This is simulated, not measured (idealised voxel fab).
The document below concerns the process module designated voxel capacitor over wiring.
Section shown: cut. Width: 300 nm. Cell size: 5 nm, square.
A cross-section is a grid of square cells, given in bands from the top down. A band is one or more rows of cells.
For a band, the entry starts with two heights in nm, that of the top and then that of the bottom, and carries on with the band's materials in order from left to right, each alongside its width in nm; the word "edge to edge" beside a single material means it fills the band edge to edge, and "empty" means empty space.
For the purposes of this specification, 0 denotes the height below which the wafer in its as-received condition is composed wholly of one material, and the lowermost band, lacking a lower limit, extends downward without end, as expressed in "from 0 down".
Note: "30 to 40" means the width goes from the first number (top row of the band) to the second number (bottom row) in equal steps per row of cells.
It should be understood that the words "left unchanged", when stated for a given step, signify that the cross-section underwent no change in any of its cells during that step.
"Sealed voids": sealed empty spaces, 8 cells or more, no open way to top, listed width x height at distance, with distance from the left edge and width, height and distance in nm.
Whatever follows a step's settings on its line is a remark the simulator itself makes about that step.
"overlay nm" denotes, for a step that has a mask, the displacement of the mask to the right of its planned place, with negative values corresponding to the left.
Before/after cross-section pairs, one process step each; after shown to lowest changed band; step and settings beneath. Pairs may be from different runs of this module on the same starting wafer; a pair continues from the one above only where its "Preceding state" entry says so.
## Preceding state
- from 0 down  Si edge to edge
- Sealed voids: none
## Post-Step Cross-Section
- from 10 to 0  SiO2 edge to edge
- Whatever lies below 0 is exactly as it was before.
- Sealed voids: none
To go from the before cross-section above to the after cross-section, apply op CONFORMAL_DEP | material SiO2 | thk nm 10
Preceding state: cross-section not repeated; it is the one shown after the step in the pair just above.
## Post-Step Cross-Section
- from 15 to 10  SiN edge to edge
- Whatever lies below 10 is exactly as it was before.
- Sealed voids: none
To go from the before cross-section above to the after cross-section, apply op CONFORMAL_DEP | material SiN | thk nm 5
Preceding state: cross-section not repeated; it is the one shown after the step in the pair just above.
## Post-Step Cross-Section
- from 40 to 15  SiO2 edge to edge
- Whatever lies below 15 is exactly as it was before.
- Sealed voids: none
To go from the before cross-section above to the after cross-section, apply op DIRECTIONAL_DEP | material SiO2 | thk nm 25
Preceding state: cross-section not repeated; it is the one shown after the step in the pair just above.
## Post-Step Cross-Section
- from 50 to 40  aC edge to edge
- Whatever lies below 40 is exactly as it was before.
- Sealed voids: none
To go from the before cross-section above to the after cross-section, apply op DIRECTIONAL_DEP | material aC | thk nm 10
Preceding state: cross-section not repeated; it is the one shown after the step in the pair just above.
## Post-Step Cross-Section
- from 80 to 50  resist 90 nm, then empty 30 nm, then resist 55 nm, then empty 30 nm, then resist 95 nm
- Whatever lies below 50 is exactly as it was before.
- Sealed voids: none
To go from the before cross-section above to the after cross-section, apply op PATTERN | tone open | mask id METAL_1 | material resist | width nm 30 | pitch nm 85 | thk nm 30 | overlay nm 0
Preceding state: cross-section not repeated; it is the one shown after the step in the pair just above.
## Post-Step Cross-Section
- from 70 to 50  resist 90 nm, then empty 30 nm, then resist 55 nm, then empty 30 nm, then resist 95 nm
- from 50 to 40  aC 90 nm, then empty 30 nm, then aC 55 nm, then empty 30 nm, then aC 95 nm
- Whatever lies below 40 is exactly as it was before.
- Sealed voids: none
To go from the before cross-section above to the after cross-section, apply op DIRECTIONAL_ETCH | etch materials aC | depth nm 10
Preceding state: cross-section not repeated; it is the one shown after the step in the pair just above.
## Post-Step Cross-Section
- from 50 to 40  aC 90 nm, then empty 30 nm, then aC 55 nm, then empty 30 nm, then aC 95 nm
- Whatever lies below 40 is exactly as it was before.
- Sealed voids: none
To go from the before cross-section above to the after cross-section, apply op STRIP | etch materials resist
Preceding state: cross-section not repeated; it is the one shown after the step in the pair just above.
## Post-Step Cross-Section
- from 50 to 40  aC 90 nm, then empty 30 nm, then aC 55 nm, then empty 30 nm, then aC 95 nm
- from 40 to 15  SiO2 90 nm, then empty 30 nm, then SiO2 55 nm, then empty 30 nm, then SiO2 95 nm
- Whatever lies below 15 is exactly as it was before.
- Sealed voids: none
To go from the before cross-section above to the after cross-section, apply op DIRECTIONAL_ETCH | etch materials SiO2 | depth nm 25
Preceding state: cross-section not repeated; it is the one shown after the step in the pair just above.
## Post-Step Cross-Section
- from 50 to 40  aC 90 nm, then empty 30 nm, then aC 55 nm, then empty 30 nm, then aC 95 nm
- from 40 to 15  SiO2 90 nm, then empty 30 nm, then SiO2 55 nm, then empty 30 nm, then SiO2 95 nm
- from 15 to 10  SiN 90 nm, then empty 30 nm, then SiN 55 nm, then empty 30 nm, then SiN 95 nm
- Whatever lies below 10 is exactly as it was before.
- Sealed voids: none
To go from the before cross-section above to the after cross-section, apply op DIRECTIONAL_ETCH | etch materials SiN | depth nm 5
Preceding state: cross-section not repeated; it is the one shown after the step in the pair just above.
## Post-Step Cross-Section
- from 40 to 15  SiO2 90 nm, then empty 30 nm, then SiO2 55 nm, then empty 30 nm, then SiO2 95 nm
- Whatever lies below 15 is exactly as it was before.
- Sealed voids: none
To go from the before cross-section above to the after cross-section, apply op STRIP | etch materials aC
Preceding state: cross-section not repeated; it is the one shown after the step in the pair just above.
## Post-Step Cross-Section
- from 45 to 40  TiN 95 nm, then empty 20 nm, then TiN 65 nm, then empty 20 nm, then TiN 100 nm
- from 40 to 15  SiO2 90 nm, then TiN 5 nm, then empty 20 nm, then TiN 5 nm, then SiO2 55 nm, then TiN 5 nm, then empty 20 nm, then TiN 5 nm, then SiO2 95 nm
- from 15 to 10  SiN 90 nm, then TiN 30 nm, then SiN 55 nm, then TiN 30 nm, then SiN 95 nm
- Whatever lies below 10 is exactly as it was before.
- Sealed voids: none
To go from the before cross-section above to the after cross-section, apply op CONFORMAL_DEP | material TiN | thk nm 5
Preceding state: cross-section not repeated; it is the one shown after the step in the pair just above.
## Post-Step Cross-Section
- from 55 to 45  Cu edge to edge
- from 45 to 40  TiN 95 nm, then Cu 20 nm, then TiN 65 nm, then Cu 20 nm, then TiN 100 nm
- from 40 to 15  SiO2 90 nm, then TiN 5 nm, then Cu 20 nm, then TiN 5 nm, then SiO2 55 nm, then TiN 5 nm, then Cu 20 nm, then TiN 5 nm, then SiO2 95 nm
- Whatever lies below 15 is exactly as it was before.
- Sealed voids: none
To go from the before cross-section above to the after cross-section, apply op FILL_DEP | material Cu | thk nm 10
Preceding state: cross-section not repeated; it is the one shown after the step in the pair just above.
## Post-Step Cross-Section
- from 40 to 15  SiO2 90 nm, then TiN 5 nm, then Cu 20 nm, then TiN 5 nm, then SiO2 55 nm, then TiN 5 nm, then Cu 20 nm, then TiN 5 nm, then SiO2 95 nm
- Whatever lies below 15 is exactly as it was before.
- Sealed voids: none
To go from the before cross-section above to the after cross-section, apply op CMP | height nm 40
Preceding state: cross-section not repeated; it is the one shown after the step in the pair just above.
## Post-Step Cross-Section
- from 45 to 40  SiCN edge to edge
- Whatever lies below 40 is exactly as it was before.
- Sealed voids: none
To go from the before cross-section above to the after cross-section, apply op CONFORMAL_DEP | material SiCN | thk nm 5
Preceding state: cross-section not repeated; it is the one shown after the step in the pair just above.
## Post-Step Cross-Section
- from 65 to 45  lowk edge to edge
- Whatever lies below 45 is exactly as it was before.
- Sealed voids: none
To go from the before cross-section above to the after cross-section, apply op DIRECTIONAL_DEP | material lowk | thk nm 20
Preceding state: cross-section not repeated; it is the one shown after the step in the pair just above.
## Post-Step Cross-Section
- from 65 to 45  lowk 105 nm, then empty 15 nm, then lowk 180 nm
- Whatever lies below 45 is exactly as it was before.
- Sealed voids: none
To go from the before cross-section above to the after cross-section, apply op MASKED_ETCH | tone open | mask id PLUG_1 | width nm 15 | etch materials lowk | depth nm 20 | overlay nm 0
Preceding state: cross-section not repeated; it is the one shown after the step in the pair just above.
## Post-Step Cross-Section
- from 65 to 45  lowk 105 nm, then empty 15 nm, then lowk 180 nm
- from 45 to 40  SiCN 105 nm, then empty 15 nm, then SiCN 180 nm
- Whatever lies below 40 is exactly as it was before.
- Sealed voids: none
To go from the before cross-section above to the after cross-section, apply op MASKED_ETCH | tone open | mask id PLUG_1 | width nm 15 | etch materials SiCN | depth nm 5 | overlay nm 0
Preceding state: cross-section not repeated; it is the one shown after the step in the pair just above.
## Post-Step Cross-Section
- from 65 to 50  lowk 105 nm, then empty 15 nm, then lowk 180 nm
- from 50 to 45  lowk 105 nm, then Ru 15 nm, then lowk 180 nm
- from 45 to 40  SiCN 105 nm, then Ru 15 nm, then SiCN 180 nm
- Whatever lies below 40 is exactly as it was before.
- Sealed voids: none
To go from the before cross-section above to the after cross-section, apply op EPI | material Ru | thk nm 10
Preceding state: cross-section not repeated; it is the one shown after the step in the pair just above.
## Post-Step Cross-Section
- from 65 to 60  lowk 105 nm, then empty 15 nm, then lowk 180 nm
- from 60 to 45  lowk 105 nm, then Ru 15 nm, then lowk 180 nm
- Whatever lies below 45 is exactly as it was before.
- Sealed voids: none
To go from the before cross-section above to the after cross-section, apply op EPI | material Ru | thk nm 10
Preceding state: cross-section not repeated; it is the one shown after the step in the pair just above.
## Post-Step Cross-Section
- from 65 to 45  lowk 105 nm, then Ru 15 nm, then lowk 180 nm
- Whatever lies below 45 is exactly as it was before.
- Sealed voids: none
To go from the before cross-section above to the after cross-section, apply op EPI | material Ru | thk nm 5
Preceding state: cross-section not repeated; it is the one shown after the step in the pair just above.
## Post-Step Cross-Section
- from 75 to 65  TiN edge to edge
- Whatever lies below 65 is exactly as it was before.
- Sealed voids: none
To go from the before cross-section above to the after cross-section, apply op DIRECTIONAL_DEP | material TiN | thk nm 10
Preceding state: cross-section not repeated; it is the one shown after the step in the pair just above.
## Post-Step Cross-Section
- from 80 to 75  SiN edge to edge
- Whatever lies below 75 is exactly as it was before.
- Sealed voids: none
To go from the before cross-section above to the after cross-section, apply op DIRECTIONAL_DEP | material SiN | thk nm 5
Preceding state: cross-section not repeated; it is the one shown after the step in the pair just above.
## Post-Step Cross-Section
- from 85 to 80  TiN edge to edge
- Whatever lies below 80 is exactly as it was before.
- Sealed voids: none
To go from the before cross-section above to the after cross-section, apply op DIRECTIONAL_DEP | material TiN | thk nm 5
Preceding state: cross-section not repeated; it is the one shown after the step in the pair just above.
## Post-Step Cross-Section
- from 85 to 80  empty 105 nm, then TiN 60 nm, then empty 135 nm
- Whatever lies below 80 is exactly as it was before.
- Sealed voids: none
To go from the before cross-section above to the after cross-section, apply op MASKED_ETCH | tone cover | mask id UPPER_PLATE | width nm 60 | etch materials TiN | depth nm 5 | overlay nm 0
Preceding state: cross-section not repeated; it is the one shown after the step in the pair just above.
## Post-Step Cross-Section
- from 85 to 80  empty 105 nm, then TiN 60 nm, then empty 135 nm
- from 80 to 75  empty 105 nm, then SiN 60 nm, then empty 135 nm
- Whatever lies below 75 is exactly as it was before.
- Sealed voids: none
To go from the before cross-section above to the after cross-section, apply op MASKED_ETCH | tone cover | mask id UPPER_PLATE | width nm 60 | etch materials SiN | depth nm 5 | overlay nm 0
Preceding state: cross-section not repeated; it is the one shown after the step in the pair just above.
## Post-Step Cross-Section
- from 100 to 85  empty 100 nm, then resist 70 nm, then empty 130 nm
- from 85 to 80  empty 100 nm, then resist 5 nm, then TiN 60 nm, then resist 5 nm, then empty 130 nm
- from 80 to 75  empty 100 nm, then resist 5 nm, then SiN 60 nm, then resist 5 nm, then empty 130 nm
- Whatever lies below 75 is exactly as it was before.
- Sealed voids: none
To go from the before cross-section above to the after cross-section, apply op PATTERN | tone cover | mask id LOWER_PLATE | material resist | width nm 70 | thk nm 15 | overlay nm 0
Preceding state: cross-section not repeated; it is the one shown after the step in the pair just above.
## Post-Step Cross-Section
- from 100 to 85  empty 100 nm, then resist 70 nm, then empty 130 nm
- from 85 to 80  empty 100 nm, then resist 5 nm, then TiN 60 nm, then resist 5 nm, then empty 130 nm
- from 80 to 75  empty 100 nm, then resist 5 nm, then SiN 60 nm, then resist 5 nm, then empty 130 nm
- from 75 to 65  empty 100 nm, then TiN 70 nm, then empty 130 nm
- Whatever lies below 65 is exactly as it was before.
- Sealed voids: none
To go from the before cross-section above to the after cross-section, apply op DIRECTIONAL_ETCH | etch materials TiN | depth nm 10
Preceding state: cross-section not repeated; it is the one shown after the step in the pair just above.
## Post-Step Cross-Section
- from 85 to 80  empty 105 nm, then TiN 60 nm, then empty 135 nm
- from 80 to 75  empty 105 nm, then SiN 60 nm, then empty 135 nm
- Whatever lies below 75 is exactly as it was before.
- Sealed voids: none
To go from the before cross-section above to the after cross-section, apply op STRIP | etch materials resist
Preceding state: cross-section not repeated; it is the one shown after the step in the pair just above.
## Post-Step Cross-Section
- from 100 to 85  SiO2 edge to edge
- from 85 to 80  SiO2 105 nm, then TiN 60 nm, then SiO2 135 nm
- from 80 to 75  SiO2 105 nm, then SiN 60 nm, then SiO2 135 nm
- from 75 to 65  SiO2 100 nm, then TiN 70 nm, then SiO2 130 nm
- Whatever lies below 65 is exactly as it was before.
- Sealed voids: none
To go from the before cross-section above to the after cross-section, apply op FILL_DEP | material SiO2 | thk nm 15
Preceding state: cross-section not repeated; it is the one shown after the step in the pair just above.
## Post-Step Cross-Section
- from 95 to 85  SiO2 edge to edge
- Whatever lies below 85 is exactly as it was before.
- Sealed voids: none
To go from the before cross-section above to the after cross-section, apply op CMP | height nm 95
Preceding state: cross-section not repeated; it is the one shown after the step in the pair just above.
## Post-Step Cross-Section
- from 95 to 85  SiO2 115 nm, then empty 15 nm, then SiO2 170 nm
- Whatever lies below 85 is exactly as it was before.
- Sealed voids: none
To go from the before cross-section above to the after cross-section, apply op MASKED_ETCH | tone open | mask id PLUG_2 | width nm 15 | etch materials SiO2 | depth nm 10 | overlay nm 0
Preceding state: cross-section not repeated; it is the one shown after the step in the pair just above.
## Post-Step Cross-Section
- from 100 to 95  TiN 120 nm, then empty 5 nm, then TiN 175 nm
- from 95 to 90  SiO2 115 nm, then TiN 5 nm, then empty 5 nm, then TiN 5 nm, then SiO2 170 nm
- from 90 to 80  SiO2 115 to 105 nm, then TiN 15 to 60 nm, then SiO2 170 to 135 nm
- Whatever lies below 80 is exactly as it was before.
- Sealed voids: none
To go from the before cross-section above to the after cross-section, apply op CONFORMAL_DEP | material TiN | thk nm 5
Preceding state: cross-section not repeated; it is the one shown after the step in the pair just above.
## Post-Step Cross-Section
- from 105 to 100  W edge to edge
- from 100 to 95  TiN 120 nm, then W 5 nm, then TiN 175 nm
- from 95 to 90  SiO2 115 nm, then TiN 5 nm, then W 5 nm, then TiN 5 nm, then SiO2 170 nm
- Whatever lies below 90 is exactly as it was before.
- Sealed voids: none
To go from the before cross-section above to the after cross-section, apply op FILL_DEP | material W | thk nm 5
Preceding state: cross-section not repeated; it is the one shown after the step in the pair just above.
## Post-Step Cross-Section
- from 95 to 90  SiO2 115 nm, then TiN 5 nm, then W 5 nm, then TiN 5 nm, then SiO2 170 nm
- Whatever lies below 90 is exactly as it was before.
- Sealed voids: none
To go from the before cross-section above to the after cross-section, apply op CMP | height nm 95
Preceding state: cross-section not repeated; it is the one shown after the step in the pair just above.
## Post-Step Cross-Section
- from 100 to 95  SiCN edge to edge
- Whatever lies below 95 is exactly as it was before.
- Sealed voids: none
To go from the before cross-section above to the after cross-section, apply op CONFORMAL_DEP | material SiCN | thk nm 5
## Preceding state
- from 80 to 75  SiN edge to edge
- from 75 to 65  TiN edge to edge
- from 65 to 45  lowk 105 nm, then Ru 15 nm, then lowk 180 nm
- from 45 to 40  SiCN 105 nm, then Ru 15 nm, then SiCN 180 nm
- from 40 to 15  SiO2 90 nm, then TiN 5 nm, then Cu 20 nm, then TiN 5 nm, then SiO2 55 nm, then TiN 5 nm, then Cu 20 nm, then TiN 5 nm, then SiO2 95 nm
- from 15 to 10  SiN 90 nm, then TiN 30 nm, then SiN 55 nm, then TiN 30 nm, then SiN 95 nm
- from 10 to 0  SiO2 edge to edge
- from 0 down  Si edge to edge
- Sealed voids: none
## Post-Step Cross-Section
- from 80 to 75  empty 105 nm, then SiN 60 nm, then empty 135 nm
- Whatever lies below 75 is exactly as it was before.
- Sealed voids: none
To go from the before cross-section above to the after cross-section, apply op MASKED_ETCH | tone cover | mask id UPPER_PLATE | width nm 60 | etch materials SiN | depth nm 5 | overlay nm 0
Preceding state: cross-section not repeated; it is the one shown after the step in the pair just above.
## Post-Step Cross-Section
- from 95 to 80  empty 100 nm, then resist 70 nm, then empty 130 nm
- from 80 to 75  empty 100 nm, then resist 5 nm, then SiN 60 nm, then resist 5 nm, then empty 130 nm
- Whatever lies below 75 is exactly as it was before.
- Sealed voids: none
To go from the before cross-section above to the after cross-section, apply op PATTERN | tone cover | mask id LOWER_PLATE | material resist | width nm 70 | thk nm 15 | overlay nm 0
Preceding state: cross-section not repeated; it is the one shown after the step in the pair just above.
## Post-Step Cross-Section
- from 95 to 80  empty 100 nm, then resist 70 nm, then empty 130 nm
- from 80 to 75  empty 100 nm, then resist 5 nm, then SiN 60 nm, then resist 5 nm, then empty 130 nm
- from 75 to 65  empty 100 nm, then TiN 70 nm, then empty 130 nm
- Whatever lies below 65 is exactly as it was before.
- Sealed voids: none
To go from the before cross-section above to the after cross-section, apply op DIRECTIONAL_ETCH | etch materials TiN | depth nm 10
Preceding state: cross-section not repeated; it is the one shown after the step in the pair just above.
## Post-Step Cross-Section
- from 80 to 75  empty 105 nm, then SiN 60 nm, then empty 135 nm
- Whatever lies below 75 is exactly as it was before.
- Sealed voids: none
To go from the before cross-section above to the after cross-section, apply op STRIP | etch materials resist
Preceding state: cross-section not repeated; it is the one shown after the step in the pair just above.
## Post-Step Cross-Section
- from 95 to 80  SiO2 edge to edge
- from 80 to 75  SiO2 105 nm, then SiN 60 nm, then SiO2 135 nm
- from 75 to 65  SiO2 100 nm, then TiN 70 nm, then SiO2 130 nm
- Whatever lies below 65 is exactly as it was before.
- Sealed voids: none
To go from the before cross-section above to the after cross-section, apply op FILL_DEP | material SiO2 | thk nm 15
Preceding state: cross-section not repeated; it is the one shown after the step in the pair just above.
## Post-Step Cross-Section
- from 95 to 85  SiO2 115 nm, then empty 15 nm, then SiO2 170 nm
- Whatever lies below 85 is exactly as it was before.
- Sealed voids: none
To go from the before cross-section above to the after cross-section, apply op MASKED_ETCH | tone open | mask id PLUG_2 | width nm 15 | etch materials SiO2 | depth nm 10 | overlay nm 0
Preceding state: cross-section not repeated; it is the one shown after the step in the pair just above.
## Post-Step Cross-Section
- from 100 to 95  TiN 120 nm, then empty 5 nm, then TiN 175 nm
- from 95 to 90  SiO2 115 nm, then TiN 5 nm, then empty 5 nm, then TiN 5 nm, then SiO2 170 nm
- from 90 to 85  SiO2 115 nm, then TiN 15 nm, then SiO2 170 nm
- Whatever lies below 85 is exactly as it was before.
- Sealed voids: none
To go from the before cross-section above to the after cross-section, apply op CONFORMAL_DEP | material TiN | thk nm 5
Preceding state: cross-section not repeated; it is the one shown after the step in the pair just above.
## Post-Step Cross-Section
- from 105 to 100  W edge to edge
- from 100 to 95  TiN 120 nm, then W 5 nm, then TiN 175 nm
- from 95 to 90  SiO2 115 nm, then TiN 5 nm, then W 5 nm, then TiN 5 nm, then SiO2 170 nm
- Whatever lies below 90 is exactly as it was before.
- Sealed voids: none
To go from the before cross-section above to the after cross-section, apply op FILL_DEP | material W | thk nm 5
Preceding state: cross-section not repeated; it is the one shown after the step in the pair just above.
## Post-Step Cross-Section
- from 95 to 90  SiO2 115 nm, then TiN 5 nm, then W 5 nm, then TiN 5 nm, then SiO2 170 nm
- Whatever lies below 90 is exactly as it was before.
- Sealed voids: none
To go from the before cross-section above to the after cross-section, apply op CMP | height nm 95
Preceding state: cross-section not repeated; it is the one shown after the step in the pair just above.
## Post-Step Cross-Section
- from 100 to 95  SiCN edge to edge
- Whatever lies below 95 is exactly as it was before.
- Sealed voids: none
To go from the before cross-section above to the after cross-section, apply op CONFORMAL_DEP | material SiCN | thk nm 5
## Preceding state
- from 65 to 45  lowk edge to edge
- from 45 to 40  SiCN edge to edge
- from 40 to 15  SiO2 90 nm, then TiN 5 nm, then Cu 20 nm, then TiN 5 nm, then SiO2 55 nm, then TiN 5 nm, then Cu 20 nm, then TiN 5 nm, then SiO2 95 nm
- from 15 to 10  SiN 90 nm, then TiN 30 nm, then SiN 55 nm, then TiN 30 nm, then SiN 95 nm
- from 10 to 0  SiO2 edge to edge
- from 0 down  Si edge to edge
- Sealed voids: none
## Post-Step Cross-Section
- from 85 to 45  lowk edge to edge
- Whatever lies below 45 is exactly as it was before.
- Sealed voids: none
To go from the before cross-section above to the after cross-section, apply op DIRECTIONAL_DEP | material lowk | thk nm 20
Preceding state: cross-section not repeated; it is the one shown after the step in the pair just above.
## Post-Step Cross-Section
- from 85 to 65  lowk 105 nm, then empty 15 nm, then lowk 180 nm
- Whatever lies below 65 is exactly as it was before.
- Sealed voids: none
To go from the before cross-section above to the after cross-section, apply op MASKED_ETCH | tone open | mask id PLUG_1 | width nm 15 | etch materials lowk | depth nm 20 | overlay nm 0
Preceding state: cross-section not repeated; it is the one shown after the step in the pair just above.
## Post-Step Cross-Section
- from 95 to 85  TiN 105 nm, then empty 15 nm, then TiN 180 nm
- from 85 to 75  lowk 105 nm, then empty 15 nm, then lowk 180 nm
- from 75 to 65  lowk 105 nm, then TiN 15 nm, then lowk 180 nm
- Whatever lies below 65 is exactly as it was before.
- Sealed voids: none
To go from the before cross-section above to the after cross-section, apply op DIRECTIONAL_DEP | material TiN | thk nm 10
Preceding state: cross-section not repeated; it is the one shown after the step in the pair just above.
## Post-Step Cross-Section
- from 100 to 95  SiN 105 nm, then empty 15 nm, then SiN 180 nm
- from 95 to 85  TiN 105 nm, then empty 15 nm, then TiN 180 nm
- from 85 to 80  lowk 105 nm, then empty 15 nm, then lowk 180 nm
- from 80 to 75  lowk 105 nm, then SiN 15 nm, then lowk 180 nm
- Whatever lies below 75 is exactly as it was before.
- Sealed voids: none
To go from the before cross-section above to the after cross-section, apply op DIRECTIONAL_DEP | material SiN | thk nm 5
Preceding state: cross-section not repeated; it is the one shown after the step in the pair just above.
## Post-Step Cross-Section
- from 105 to 100  TiN 105 nm, then empty 15 nm, then TiN 180 nm
- from 100 to 95  SiN 105 nm, then empty 15 nm, then SiN 180 nm
- from 95 to 85  TiN 105 nm, then empty 15 nm, then TiN 180 nm
- from 85 to 80  lowk 105 nm, then TiN 15 nm, then lowk 180 nm
- Whatever lies below 80 is exactly as it was before.
- Sealed voids: none
To go from the before cross-section above to the after cross-section, apply op DIRECTIONAL_DEP | material TiN | thk nm 5
Preceding state: cross-section not repeated; it is the one shown after the step in the pair just above.
## Post-Step Cross-Section
- from 105 to 100  empty 120 nm, then TiN 45 nm, then empty 135 nm
- Whatever lies below 100 is exactly as it was before.
- Sealed voids: none
To go from the before cross-section above to the after cross-section, apply op MASKED_ETCH | tone cover | mask id UPPER_PLATE | width nm 60 | etch materials TiN | depth nm 5 | overlay nm 0
Preceding state: cross-section not repeated; it is the one shown after the step in the pair just above.
## Post-Step Cross-Section
- from 105 to 100  empty 120 nm, then TiN 45 nm, then empty 135 nm
- from 100 to 95  empty 120 nm, then SiN 45 nm, then empty 135 nm
- Whatever lies below 95 is exactly as it was before.
- Sealed voids: none
To go from the before cross-section above to the after cross-section, apply op MASKED_ETCH | tone cover | mask id UPPER_PLATE | width nm 60 | etch materials SiN | depth nm 5 | overlay nm 0
Preceding state: cross-section not repeated; it is the one shown after the step in the pair just above.
## Post-Step Cross-Section
- from 120 to 105  empty 100 nm, then resist 70 nm, then empty 130 nm
- from 105 to 100  empty 100 nm, then resist 20 nm, then TiN 45 nm, then resist 5 nm, then empty 130 nm
- from 100 to 95  empty 100 nm, then resist 20 nm, then SiN 45 nm, then resist 5 nm, then empty 130 nm
- from 95 to 85  TiN 105 nm, then resist 15 nm, then TiN 180 nm
- Whatever lies below 85 is exactly as it was before.
- Sealed voids: none
To go from the before cross-section above to the after cross-section, apply op PATTERN | tone cover | mask id LOWER_PLATE | material resist | width nm 70 | thk nm 15 | overlay nm 0
Preceding state: cross-section not repeated; it is the one shown after the step in the pair just above.
## Post-Step Cross-Section
- from 120 to 105  empty 100 nm, then resist 70 nm, then empty 130 nm
- from 105 to 100  empty 100 nm, then resist 20 nm, then TiN 45 nm, then resist 5 nm, then empty 130 nm
- from 100 to 95  empty 100 nm, then resist 20 nm, then SiN 45 nm, then resist 5 nm, then empty 130 nm
- from 95 to 85  empty 100 nm, then TiN 5 nm, then resist 15 nm, then TiN 50 nm, then empty 130 nm
- Whatever lies below 85 is exactly as it was before.
- Sealed voids: none
To go from the before cross-section above to the after cross-section, apply op DIRECTIONAL_ETCH | etch materials TiN | depth nm 10
Preceding state: cross-section not repeated; it is the one shown after the step in the pair just above.
## Post-Step Cross-Section
- from 105 to 100  empty 120 nm, then TiN 45 nm, then empty 135 nm
- from 100 to 95  empty 120 nm, then SiN 45 nm, then empty 135 nm
- from 95 to 85  empty 100 nm, then TiN 5 nm, then empty 15 nm, then TiN 50 nm, then empty 130 nm
- Whatever lies below 85 is exactly as it was before.
- Sealed voids: none
To go from the before cross-section above to the after cross-section, apply op STRIP | etch materials resist
Preceding state: cross-section not repeated; it is the one shown after the step in the pair just above.
## Post-Step Cross-Section
- from 120 to 105  SiO2 edge to edge
- from 105 to 100  SiO2 120 nm, then TiN 45 nm, then SiO2 135 nm
- from 100 to 95  SiO2 120 nm, then SiN 45 nm, then SiO2 135 nm
- from 95 to 85  SiO2 100 nm, then TiN 5 nm, then SiO2 15 nm, then TiN 50 nm, then SiO2 130 nm
- Whatever lies below 85 is exactly as it was before.
- Sealed voids: none
To go from the before cross-section above to the after cross-section, apply op FILL_DEP | material SiO2 | thk nm 15
Preceding state: cross-section not repeated; it is the one shown after the step in the pair just above.
## Post-Step Cross-Section
- from 95 to 85  SiO2 100 nm, then TiN 5 nm, then SiO2 15 nm, then TiN 50 nm, then SiO2 130 nm
- Whatever lies below 85 is exactly as it was before.
- Sealed voids: none
To go from the before cross-section above to the after cross-section, apply op CMP | height nm 95
Preceding state: cross-section not repeated; it is the one shown after the step in the pair just above.
## Post-Step Cross-Section
- from 95 to 85  SiO2 100 nm, then TiN 5 nm, then SiO2 10 nm, then empty 5 nm, then TiN 50 nm, then SiO2 130 nm
- Whatever lies below 85 is exactly as it was before.
- Sealed voids: none
To go from the before cross-section above to the after cross-section, apply op MASKED_ETCH | tone open | mask id PLUG_2 | width nm 15 | etch materials SiO2 | depth nm 10 | overlay nm 0
Preceding state: cross-section not repeated; it is the one shown after the step in the pair just above.
## Post-Step Cross-Section
- from 100 to 95  TiN edge to edge
- from 95 to 85  SiO2 100 nm, then TiN 5 nm, then SiO2 10 nm, then TiN 55 nm, then SiO2 130 nm
- Whatever lies below 85 is exactly as it was before.
- Sealed voids: none
To go from the before cross-section above to the after cross-section, apply op CONFORMAL_DEP | material TiN | thk nm 5
Preceding state: cross-section not repeated; it is the one shown after the step in the pair just above.
## Post-Step Cross-Section
- from 105 to 100  W edge to edge
- Whatever lies below 100 is exactly as it was before.
- Sealed voids: none
To go from the before cross-section above to the after cross-section, apply op FILL_DEP | material W | thk nm 5
Preceding state: cross-section not repeated; it is the one shown after the step in the pair just above.
## Post-Step Cross-Section
- from 95 to 85  SiO2 100 nm, then TiN 5 nm, then SiO2 10 nm, then TiN 55 nm, then SiO2 130 nm
- Whatever lies below 85 is exactly as it was before.
- Sealed voids: none
To go from the before cross-section above to the after cross-section, apply op CMP | height nm 95
Preceding state: cross-section not repeated; it is the one shown after the step in the pair just above.
## Post-Step Cross-Section
- from 100 to 95  SiCN edge to edge
- Whatever lies below 95 is exactly as it was before.
- Sealed voids: none
To go from the before cross-section above to the after cross-section, apply op CONFORMAL_DEP | material SiCN | thk nm 5
## Preceding state
- from 65 to 60  lowk 105 nm, then empty 15 nm, then lowk 180 nm
- from 60 to 45  lowk 105 nm, then Ru 15 nm, then lowk 180 nm
- from 45 to 40  SiCN 105 nm, then Ru 15 nm, then SiCN 180 nm
- from 40 to 15  SiO2 90 nm, then TiN 5 nm, then Cu 20 nm, then TiN 5 nm, then SiO2 55 nm, then TiN 5 nm, then Cu 20 nm, then TiN 5 nm, then SiO2 95 nm
- from 15 to 10  SiN 90 nm, then TiN 30 nm, then SiN 55 nm, then TiN 30 nm, then SiN 95 nm
- from 10 to 0  SiO2 edge to edge
- from 0 down  Si edge to edge
- Sealed voids: none
## Post-Step Cross-Section
- from 75 to 70  TiN 105 nm, then empty 15 nm, then TiN 180 nm
- from 70 to 65  TiN edge to edge
- from 65 to 60  lowk 105 nm, then TiN 15 nm, then lowk 180 nm
- Whatever lies below 60 is exactly as it was before.
- Sealed voids: none
To go from the before cross-section above to the after cross-section, apply op DIRECTIONAL_DEP | material TiN | thk nm 10
Preceding state: cross-section not repeated; it is the one shown after the step in the pair just above.
## Post-Step Cross-Section
- from 80 to 75  Ru 110 nm, then empty 5 nm, then Ru 185 nm
- from 75 to 70  TiN 105 nm, then Ru 15 nm, then TiN 180 nm
- Whatever lies below 70 is exactly as it was before.
- Sealed voids: none
To go from the before cross-section above to the after cross-section, apply op EPI | material Ru | thk nm 5
Preceding state: cross-section not repeated; it is the one shown after the step in the pair just above.
## Post-Step Cross-Section
- from 85 to 80  SiN 110 nm, then empty 5 nm, then SiN 185 nm
- from 80 to 75  Ru 110 nm, then SiN 5 nm, then Ru 185 nm
- Whatever lies below 75 is exactly as it was before.
- Sealed voids: none
To go from the before cross-section above to the after cross-section, apply op DIRECTIONAL_DEP | material SiN | thk nm 5
Preceding state: cross-section not repeated; it is the one shown after the step in the pair just above.
## Post-Step Cross-Section
- from 90 to 85  TiN 110 nm, then empty 5 nm, then TiN 185 nm
- from 85 to 80  SiN 110 nm, then TiN 5 nm, then SiN 185 nm
- Whatever lies below 80 is exactly as it was before.
- Sealed voids: none
To go from the before cross-section above to the after cross-section, apply op DIRECTIONAL_DEP | material TiN | thk nm 5
Preceding state: cross-section not repeated; it is the one shown after the step in the pair just above.
## Post-Step Cross-Section
- from 90 to 85  empty 105 nm, then TiN 5 nm, then empty 5 nm, then TiN 50 nm, then empty 135 nm
- Whatever lies below 85 is exactly as it was before.
- Sealed voids: none
To go from the before cross-section above to the after cross-section, apply op MASKED_ETCH | tone cover | mask id UPPER_PLATE | width nm 60 | etch materials TiN | depth nm 5 | overlay nm 0
